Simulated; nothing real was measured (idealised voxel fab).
Presented below is a process module, voxel ribs on slabs.
Shown is cross-section cut, with a width of 175 nm and square cells of size 5 nm.
Cross-sections here: square-cell grids, written as top-down lists of bands, a band being one or more rows of cells. Band: top height; bottom height; in nm. Then, left to right: material with width in nm, for each material. "throughout": a single material spanning edge to edge. "air": empty space. Basically, 0 is our baseline, since under it the wafer straight out of the box is all one material. The bottom band has no lower end and keeps on going down, so it looks like "top 0, no bottom". Top row gets the first number, bottom row gets the second, and each row in between changes by the same step: that is how a band width like "30..40" works. Take "remained unchanged" at face value: in the step it is given for, the cross-section changed in none of its cells. Reported under the label "Enclosed void listing" are the empty spaces having no open way to the top and comprising 8 cells or more; the notation for each is width x height at distance, in which the distance is measured from the left edge and all three values are in nm. Text after the settings on a step's line: the simulator's own remark on that step. If you see "overlay nm" on a step's line and that step has a mask, it's telling you how far right of where it was planned the mask ended up; a negative number means it went left instead.

The process steps that were planned are listed below
step 1: RECEIVE (material Si)
step 2: DIRECTIONAL_DEP (material SiO2; thk nm 30)
step 3: DIRECTIONAL_DEP (material SiN; thk nm 15)
step 4: DIRECTIONAL_DEP (material aC; thk nm 15)
step 5: PATTERN (tone cover; mask id RIB; material resist; width nm 15; thk nm 35; overlay nm 0)
step 6: DIRECTIONAL_ETCH (etch materials aC; depth nm 15)
step 7: STRIP (etch materials resist)
step 8: DIRECTIONAL_ETCH (etch materials SiN; depth nm 5)
step 9: STRIP (etch materials aC)
step 10: DIRECTIONAL_DEP (material aC; thk nm 15)
step 11: PATTERN (tone cover; mask id SLAB; material resist; width nm 45; thk nm 35; overlay nm 0)
step 12: DIRECTIONAL_ETCH (etch materials aC; depth nm 15)
step 13: STRIP (etch materials resist)
step 14: DIRECTIONAL_ETCH (etch materials SiN; depth nm 10)
step 15: STRIP (etch materials aC)
step 16: FILL_DEP (material SiO2; thk nm 20)
step 17: CMP (height nm 55)
step 18: DIRECTIONAL_DEP (material W; thk nm 10)
step 19: DIRECTIONAL_DEP (material aC; thk nm 10)
step 20: PATTERN (tone cover; mask id HEATER; material resist; width nm 25; thk nm 30; overlay nm 0)
step 21: DIRECTIONAL_ETCH (etch materials aC; depth nm 10)
step 22: STRIP (etch materials resist)
step 23: DIRECTIONAL_ETCH (etch materials W; depth nm 10)
step 24: STRIP (etch materials aC)
step 25: CONFORMAL_DEP (material SiN; thk nm 10)

Cross-section of the wafer as it came to us, i.e., already through step 1
    top 0, no bottom  Si throughout
    Enclosed void listing: none

The first of the two wafers as seen in cross-section once the module was finished; processing followed the plan
    top 75, bottom 65  65 of air, 45 of SiN, 65 of air
    top 65, bottom 55  75 of SiN, 25 of W, 75 of SiN
    top 55, bottom 45  SiO2 throughout
    top 45, bottom 40  80 of SiO2, 15 of SiN, 80 of SiO2
    top 40, bottom 30  65 of SiO2, 45 of SiN, 65 of SiO2
    top 30, bottom 0  SiO2 throughout
    top 0, no bottom  Si throughout
    Enclosed void listing: none

End-of-module cross-section of the second wafer: identical starting point and process plan to the first, with one processing mistake
    top 75, bottom 65  65 of air, 45 of SiN, 65 of air
    top 65, bottom 55  75 of SiN, 25 of W, 75 of SiN
    top 55, bottom 45  SiO2 throughout
    top 45, bottom 40  80 of SiO2, 15 of SiN, 80 of SiO2
    top 40, bottom 30  70 of SiO2, 35 of SiN, 70 of SiO2
    top 30, bottom 0  SiO2 throughout
    top 0, no bottom  Si throughout
    Enclosed void listing: none
Misprocessing identified: the process deviated at step 11: the operation and settings actually run there were PATTERN (tone cover; mask id SLAB; material resist; width nm 35; thk nm 35; overlay nm 0)
at the end the second wafer has, in cells: 4 fewer of SiN; 4 more of SiO2
